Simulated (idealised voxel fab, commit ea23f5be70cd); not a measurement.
process module | voxel wiring stack
cross-section cut | 265 nm wide | cells 5 nm
A cross-section is a grid of square cells, given in bands from the top down. A band is one or more rows of cells.
Each band's line starts with the height of the band's top and of its bottom, in nm. Then come its materials from left to right, each with its width in nm. One material with "throughout" fills the band from edge to edge. "air" is empty space.
Height 0 is the level under which the wafer as received is all one material. The lowest band goes on downwards, as in "0 down".
A width such as "30 to 40" changes by the same amount from each row of cells to the next, from the band's top row to its bottom row.
"no change" after a step means that no cell of the cross-section changed.
closed voids: empty space of 8 cells or more with no open way to the top, each as width x height at its distance from the left edge, in nm
after a step's settings: what the simulator itself notes on the step
overlay nm, on a step with a mask: how far to the right of its planned place the mask lay; to the left if negative
plan
1 op RECEIVE | material Si
2 op CONFORMAL_DEP | material SiO2 | thk nm 10
3 op CONFORMAL_DEP | material SiN | thk nm 5
4 op DIRECTIONAL_DEP | material SiO2 | thk nm 15
5 op DIRECTIONAL_DEP | material aC | thk nm 10
6 op PATTERN | tone open | mask id METAL_1 | material resist | width nm 20 | pitch nm 45 | thk nm 25 | overlay nm 0
7 op DIRECTIONAL_ETCH | etch materials aC | depth nm 10
8 op STRIP | etch materials resist
9 op DIRECTIONAL_ETCH | etch materials SiO2 | depth nm 15
10 op DIRECTIONAL_ETCH | etch materials SiN | depth nm 5
11 op STRIP | etch materials aC
12 op CONFORMAL_DEP | material TiN | thk nm 5
13 op FILL_DEP | material W | thk nm 10
14 op CMP | height nm 30
15 op CONFORMAL_DEP | material SiCN | thk nm 5
16 op DIRECTIONAL_DEP | material SiO2 | thk nm 35
17 op DIRECTIONAL_DEP | material aC | thk nm 10
18 op PATTERN | tone open | mask id METAL_2_HOLES | material resist | width nm 15 | pitch nm 90 | thk nm 30 | overlay nm 0
19 op DIRECTIONAL_ETCH | etch materials aC | depth nm 10
20 op STRIP | etch materials resist
21 op DIRECTIONAL_ETCH | etch materials SiO2 | depth nm 35
22 op STRIP | etch materials aC
23 op MASKED_ETCH | tone open | mask id METAL_2 | width nm 20 | pitch nm 45 | etch materials SiO2 | depth nm 20 | overlay nm 0
24 op MASKED_ETCH | tone open | mask id METAL_2 | width nm 20 | pitch nm 45 | etch materials SiCN | depth nm 5 | overlay nm 0
25 op CONFORMAL_DEP | material TiN | thk nm 5
26 op FILL_DEP | material Cu | thk nm 10
27 op CMP | height nm 70
28 op CONFORMAL_DEP | material SiCN | thk nm 5
29 op DIRECTIONAL_DEP | material lowk | thk nm 25
30 op PATTERN | tone open | mask id METAL_3 | material resist | width nm 20 | pitch nm 45 | thk nm 20 | overlay nm 0
31 op DIRECTIONAL_ETCH | etch materials lowk | depth nm 15
32 op STRIP | etch materials resist
33 op MASKED_ETCH | tone open | mask id METAL_3_HOLES | width nm 15 | pitch nm 45 | etch materials lowk | depth nm 10 | overlay nm 0
34 op MASKED_ETCH | tone open | mask id METAL_3_HOLES | width nm 15 | pitch nm 45 | etch materials SiCN | depth nm 5 | overlay nm 0
35 op CONFORMAL_DEP | material TiN | thk nm 5
36 op FILL_DEP | material Cu | thk nm 10
37 op CMP | height nm 100
38 op CONFORMAL_DEP | material SiCN | thk nm 5
39 op DIRECTIONAL_DEP | material lowk | thk nm 25
40 op MASKED_ETCH | tone open | mask id METAL_4_HOLES | width nm 15 | pitch nm 45 | etch materials lowk | depth nm 25 | overlay nm 0
41 op MASKED_ETCH | tone open | mask id METAL_4 | width nm 20 | pitch nm 45 | etch materials lowk | depth nm 15 | overlay nm 0
42 op MASKED_ETCH | tone open | mask id METAL_4 | width nm 20 | pitch nm 45 | etch materials SiCN | depth nm 5 | overlay nm 0
43 op CONFORMAL_DEP | material TiN | thk nm 5
44 op FILL_DEP | material Ru | thk nm 10
45 op CMP | height nm 130
46 op CONFORMAL_DEP | material SiCN | thk nm 5
as received, after step 1
  0 down: Si throughout
  closed voids: none
a wafer at the end: this start, this plan, one mistake
  135 to 130: SiCN throughout
  130 to 120: lowk 55 | TiN 5 | Ru 10 | TiN 5 | lowk 25 | TiN 5 | Ru 10 | TiN 5 | lowk 25 | TiN 5 | Ru 10 | TiN 5 | lowk 25 | TiN 5 | Ru 10 | TiN 5 | lowk 55
  120 to 115: lowk 55 | TiN 5 | Ru 5 | TiN 10 | lowk 25 | TiN 5 | Ru 5 | TiN 10 | lowk 25 | TiN 5 | Ru 5 | TiN 10 | lowk 25 | TiN 5 | Ru 5 | TiN 10 | lowk 55
  115 to 105: lowk 55 | TiN 5 | Ru 5 | TiN 5 | lowk 30 | TiN 5 | Ru 5 | TiN 5 | lowk 30 | TiN 5 | Ru 5 | TiN 5 | lowk 30 | TiN 5 | Ru 5 | TiN 5 | lowk 60
  105 to 100: SiCN 55 | TiN 15 | SiCN 30 | TiN 15 | SiCN 30 | TiN 15 | SiCN 30 | TiN 15 | SiCN 60
  100 to 90: lowk 50 | TiN 5 to 10 | Cu 15 to 10 | TiN 5 | lowk 20 | TiN 5 to 10 | Cu 15 to 10 | TiN 5 | lowk 20 | TiN 5 to 10 | Cu 15 to 10 | TiN 5 | lowk 20 | TiN 5 to 10 | Cu 15 to 10 | TiN 5 | lowk 55
  90 to 80: lowk 55 | TiN 5 | Cu 10 | TiN 5 | lowk 25 | TiN 5 | Cu 10 | TiN 5 | lowk 25 | TiN 5 | Cu 10 | TiN 5 | lowk 25 | TiN 5 | Cu 10 | TiN 5 | lowk 55
  80 to 75: lowk 55 | TiN 5 | Cu 5 | TiN 10 | lowk 25 | TiN 5 | Cu 5 | TiN 10 | lowk 25 | TiN 5 | Cu 5 | TiN 10 | lowk 25 | TiN 5 | Cu 5 | TiN 10 | lowk 55
  75 to 70: SiCN 55 | TiN 15 | SiCN 30 | TiN 15 | SiCN 30 | TiN 15 | SiCN 30 | TiN 15 | SiCN 60
  70 to 55: SiO2 55 | TiN 5 | Cu 10 | TiN 5 | SiO2 25 | TiN 5 | Cu 10 | TiN 5 | SiO2 25 | TiN 5 | Cu 10 | TiN 5 | SiO2 25 | TiN 5 | Cu 10 | TiN 5 | SiO2 55
  55 to 50: SiO2 55 | TiN 5 | Cu 5 | TiN 10 | SiO2 25 | TiN 20 | SiO2 25 | TiN 5 | Cu 5 | TiN 10 | SiO2 25 | TiN 20 | SiO2 55
  50 to 35: SiO2 55 | TiN 5 | Cu 5 | TiN 5 | SiO2 75 | TiN 5 | Cu 5 | TiN 5 | SiO2 105
  35 to 30: SiCN 55 | TiN 15 | SiCN 75 | TiN 15 | SiCN 105
  30 to 15: SiO2 55 | TiN 5 | W 10 | TiN 5 | SiO2 25 | TiN 5 | W 10 | TiN 5 | SiO2 25 | TiN 5 | W 10 | TiN 5 | SiO2 25 | TiN 5 | W 10 | TiN 5 | SiO2 55
  15 to 10: SiN 55 | TiN 20 | SiN 25 | TiN 20 | SiN 25 | TiN 20 | SiN 25 | TiN 20 | SiN 55
  10 to 0: SiO2 throughout
  0 down: Si throughout
  closed voids: none
what went wrong: step 33 ran as: op MASKED_ETCH | tone open | mask id METAL_3_HOLES | width nm 25 | pitch nm 45 | etch materials lowk | depth nm 10 | overlay nm 0
